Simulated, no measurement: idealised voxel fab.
The document below concerns the process module designated voxel capacitor over wiring.
Section cut is 140 nm wide and gridded with 5 nm square cells.
When this document writes out a cross-section, it uses a grid of square cells and lists it as bands, beginning at the top and moving down, with a band standing for one or more rows of cells. Heads up on the band format: heights come first, top then bottom, in nm. After that it's the materials left to right, each with its width in nm. A single material flagged "all across" fills the whole band edge to edge, and "empty" means there's empty space there. Measure heights from 0. That's the level where, below it, the as-received wafer is all one material. The lowest band is bottomless and extends downward; write it as in "from 0 down". So if you see something like "30 to 40" for the width, read it as the top row of the band sitting at the first number and the bottom row at the second, with every row in between moving by the same amount as the last. "no modifications" means the step left every cell of the cross-section as it was. The entry "Sealed void listing" lists the empty spaces that cover at least 8 cells and have no open path to the top. Each is written as width x height at distance, where the distance is measured from the left edge and all three values are in nm. Whatever follows a step's settings on its line is a remark the simulator itself makes about that step. When a step includes a mask, the "overlay nm" setting on its line states how far to the right of its planned place that mask lay, and negative values state how far to the left.

The process steps that were planned are listed below:
1 RECEIVE, material Si
2 CONFORMAL_DEP, material SiO2, thk nm 10
3 DIRECTIONAL_DEP, material TiN, thk nm 5
4 DIRECTIONAL_DEP, material Ru, thk nm 25
5 MASKED_ETCH, tone cover, mask id METAL_1, width nm 25, pitch nm 80, etch materials Ru, depth nm 25, overlay nm 0
6 MASKED_ETCH, tone cover, mask id METAL_1, width nm 25, pitch nm 80, etch materials TiN, depth nm 5, overlay nm 0
7 CONFORMAL_DEP, material SiN, thk nm 5
8 FILL_DEP, material SiO2, thk nm 5
9 CMP, height nm 40
10 CONFORMAL_DEP, material SiCN, thk nm 5
11 DIRECTIONAL_DEP, material lowk, thk nm 5
12 DIRECTIONAL_DEP, material aC, thk nm 10
13 PATTERN, tone open, mask id PLUG_1, material resist, width nm 15, thk nm 25, overlay nm 0
14 DIRECTIONAL_ETCH, etch materials aC, depth nm 10
15 STRIP, etch materials resist
16 DIRECTIONAL_ETCH, etch materials lowk, depth nm 15
17 DIRECTIONAL_ETCH, etch materials SiCN, depth nm 5
18 STRIP, etch materials aC
19 CONFORMAL_DEP, material TiN, thk nm 5
20 FILL_DEP, material Ru, thk nm 5
21 CMP, height nm 60
22 DIRECTIONAL_DEP, material TiN, thk nm 5
23 DIRECTIONAL_DEP, material Al2O3, thk nm 5
24 DIRECTIONAL_DEP, material TiN, thk nm 10
25 MASKED_ETCH, tone cover, mask id UPPER_PLATE, width nm 60, etch materials TiN, depth nm 10, overlay nm 0
26 MASKED_ETCH, tone cover, mask id UPPER_PLATE, width nm 60, etch materials Al2O3, depth nm 5, overlay nm 0
27 DIRECTIONAL_DEP, material aC, thk nm 10
28 PATTERN, tone cover, mask id LOWER_PLATE, material resist, width nm 70, thk nm 30, overlay nm 0
29 DIRECTIONAL_ETCH, etch materials aC, depth nm 10
30 STRIP, etch materials resist
31 DIRECTIONAL_ETCH, etch materials TiN, depth nm 5
32 STRIP, etch materials aC
33 FILL_DEP, material SiO2, thk nm 20
34 CMP, height nm 95
35 PATTERN, tone open, mask id PLUG_2, material resist, width nm 15, thk nm 15, overlay nm 0
36 DIRECTIONAL_ETCH, etch materials SiO2, depth nm 15
37 STRIP, etch materials resist
38 CONFORMAL_DEP, material TiN, thk nm 5
39 FILL_DEP, material Ru, thk nm 5
40 CMP, height nm 95
41 CONFORMAL_DEP, material SiN, thk nm 5
The wafers in this document start out alike and differ in the thk nm applied at step 11; the plan shows the value used for the first wafer.

First of several wafers (as received, post step 1), cross-sectional view:
- from 0 down  Si all across
- Sealed void listing: none

First of several wafers, sectioned at end of module (last step: step 41):
- from 100 to 95  SiN all across
- from 95 to 85  SiO2: 35 | TiN: 5 | Ru: 5 | TiN: 5 | SiO2: 90
- from 85 to 80  SiO2: 35 | TiN: 15 | SiO2: 90
- from 80 to 70  SiO2: 25 | TiN: 60 | SiO2: 55
- from 70 to 65  SiO2: 25 | Al2O3: 60 | SiO2: 55
- from 65 to 60  SiO2: 20 | TiN: 70 | SiO2: 50
- from 60 to 55  Ru all across
- from 55 to 50  TiN: 30 | Ru: 5 | TiN: 105
- from 50 to 45  lowk: 25 | TiN: 5 | Ru: 5 | TiN: 5 | lowk: 100
- from 45 to 40  SiCN: 25 | TiN: 15 | SiCN: 100
- from 40 to 15  SiO2: 10 | SiN: 5 | Ru: 25 | SiN: 5 | SiO2: 45 | SiN: 5 | Ru: 25 | SiN: 5 | SiO2: 15
- from 15 to 10  SiN: 15 | TiN: 25 | SiN: 55 | TiN: 25 | SiN: 20
- from 10 to 0  SiO2 all across
- from 0 down  Si all across
- Sealed void listing: none

Last-wafer cross-section at the end of the module:
- from 100 to 95  SiN all across
- from 95 to 85  SiO2: 35 | TiN: 5 | Ru: 5 | TiN: 5 | SiO2: 90
- from 85 to 80  SiO2: 35 | TiN: 15 | SiO2: 90
- from 80 to 70  SiO2: 25 | TiN: 60 | SiO2: 55
- from 70 to 65  SiO2: 25 | Al2O3: 60 | SiO2: 55
- from 65 to 60  SiO2: 20 | TiN: 70 | SiO2: 50
- from 60 to 45  lowk all across
- from 45 to 40  SiCN all across
- from 40 to 15  SiO2: 10 | SiN: 5 | Ru: 25 | SiN: 5 | SiO2: 45 | SiN: 5 | Ru: 25 | SiN: 5 | SiO2: 15
- from 15 to 10  SiN: 15 | TiN: 25 | SiN: 55 | TiN: 25 | SiN: 20
- from 10 to 0  SiO2 all across
- from 0 down  Si all across
- Sealed void listing: none

Every row in this table is a wafer at the end of the module, and it gives, for each of the materials, the cells that wafer has gained (+) or lost (-) since it was received, then its closed voids:
thk nm 5; +12 Al2O3; +82 Ru; +25 SiCN; +66 SiN; +263 SiO2; +87 TiN; +25 lowk; Sealed void listing: none
thk nm 10; +12 Al2O3; +55 Ru; +25 SiCN; +66 SiN; +263 SiO2; +89 TiN; +50 lowk; Sealed void listing: none
thk nm 15; +12 Al2O3; +55 Ru; +25 SiCN; +66 SiN; +263 SiO2; +64 TiN; +75 lowk; Sealed void listing: none
thk nm 20; +12 Al2O3; +53 Ru; +28 SiCN; +66 SiN; +263 SiO2; +60 TiN; +78 lowk; Sealed void listing: none
thk nm 25; +12 Al2O3; +52 Ru; +28 SiCN; +66 SiN; +263 SiO2; +58 TiN; +81 lowk; Sealed void listing: none
thk nm 30; +12 Al2O3; +52 Ru; +28 SiCN; +66 SiN; +263 SiO2; +55 TiN; +84 lowk; Sealed void listing: none
